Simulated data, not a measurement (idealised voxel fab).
Title: Process Module voxel self aligned vias
Displayed cross-section: cut, width of 205 nm, square cells sized 5 nm.
In this document a cross-section is written as a grid of square cells. It is given as a series of bands, listed from the top down, and a band is one or more rows of cells.
A band entry consists of two parts. The first gives the height of the band's top and the height of its bottom, in nm. The rest lists the band's materials from left to right, each with its width in nm. A single material labelled with the word "all across" fills the band from edge to edge, and the word "empty" marks empty space.
All heights in this document are referenced to 0, defined as the level beneath which the wafer, as received, consists entirely of one material. The lowest band is not bounded below; it extends indefinitely downward and is written in the form "0 down".
Quick explanation for "30 to 40": the width changes in equal steps down the rows of cells, from the first number in the band's top row to the second number in its bottom row.
Where a step carries "all unchanged", the cross-section came out of it unchanged, cell for cell.
"Fully closed voids" enumerates empty spaces isolated from the top, with no open way to it, that contain at least 8 cells, giving each as width x height at distance from the left edge, all three in nm.
Where a step's line continues beyond its settings, the continuation is a remark by the simulator itself on that step.
You can add "overlay nm" to a step's line. For a step with a mask, it describes how far the mask lay to the right of its planned position, and a negative number describes a lay to the left.
-- Process steps (planned)
1: RECEIVE [material Si]
2: CONFORMAL_DEP [material SiO2] [thk nm 15]
3: CONFORMAL_DEP [material SiCN] [thk nm 5]
4: DIRECTIONAL_DEP [material SiO2] [thk nm 20]
5: PATTERN [tone open] [mask id LINES] [material resist] [width nm 25] [pitch nm 60] [thk nm 20] [overlay nm 0]
6: DIRECTIONAL_ETCH [etch materials SiO2] [depth nm 20]
7: STRIP [etch materials resist]
8: CONFORMAL_DEP [material TiN] [thk nm 5]
9: FILL_DEP [material Ru] [thk nm 5]
10: CMP [height nm 40]
11: SELECTIVE_ETCH [etch materials W Ru TiN] [depth nm 5]
12: FILL_DEP [material SiN] [thk nm 5]
13: CMP [height nm 40]
14: DIRECTIONAL_DEP [material SiO2] [thk nm 15]
15: MASKED_ETCH [tone open] [mask id VIAS] [width nm 45] [pitch nm 60] [etch materials SiO2] [depth nm 15] [overlay nm 0]
16: MASKED_ETCH [tone open] [mask id VIAS] [width nm 45] [pitch nm 60] [etch materials SiN] [depth nm 5] [overlay nm 0]
17: CONFORMAL_DEP [material TiN] [thk nm 5]
18: FILL_DEP [material W] [thk nm 5]
19: CMP [height nm 55]
20: CONFORMAL_DEP [material SiN] [thk nm 5]
-- Delivered wafer in cross-section: state after step 1
> 0 down  Si all across
> Fully closed voids: none
-- First of two wafers: cross-section at end of module, run per plan
> 60 to 55  SiN all across
> 55 to 45  SiO2=20; TiN=5; W=35; TiN=5; SiO2=15; TiN=5; W=35; TiN=5; SiO2=15; TiN=5; W=35; TiN=5; SiO2=20
> 45 to 40  SiO2=20; TiN=15; W=15; TiN=15; SiO2=15; TiN=15; W=15; TiN=15; SiO2=15; TiN=15; W=15; TiN=15; SiO2=20
> 40 to 35  SiO2=30; TiN=25; SiO2=35; TiN=25; SiO2=35; TiN=25; SiO2=30
> 35 to 25  SiO2=30; TiN=5; Ru=15; TiN=5; SiO2=35; TiN=5; Ru=15; TiN=5; SiO2=35; TiN=5; Ru=15; TiN=5; SiO2=30
> 25 to 20  SiO2=30; TiN=25; SiO2=35; TiN=25; SiO2=35; TiN=25; SiO2=30
> 20 to 15  SiCN all across
> 15 to 0  SiO2 all across
> 0 down  Si all across
> Fully closed voids: none
-- Here is the second of the two wafers cut open at the end of the module - same start, same plan as the first one, but we made one mistake running it
> 60 to 55  SiN all across
> 55 to 40  SiO2=20; TiN=5; W=35; TiN=5; SiO2=15; TiN=5; W=35; TiN=5; SiO2=15; TiN=5; W=35; TiN=5; SiO2=20
> 40 to 35  SiN=20; TiN=45; SiN=15; TiN=45; SiN=15; TiN=45; SiN=20
> 35 to 20  SiO2=30; TiN=5; Ru=15; TiN=5; SiO2=35; TiN=5; Ru=15; TiN=5; SiO2=35; TiN=5; Ru=15; TiN=5; SiO2=30
> 20 to 15  SiO2=30; TiN=25; SiO2=35; TiN=25; SiO2=35; TiN=25; SiO2=30
> 15 to 0  SiO2 all across
> 0 down  Si all across
> Fully closed voids: none
It is concluded that the wafer was processed incorrectly with respect to the plan, in that no execution of plan step 3; skipped
The closing comparison, in cells, has the second wafer with more or fewer of some materials than the first: Ru: 9 more; SiCN: 41 fewer; SiN: 14 more; TiN: 6 more; W: 12 more
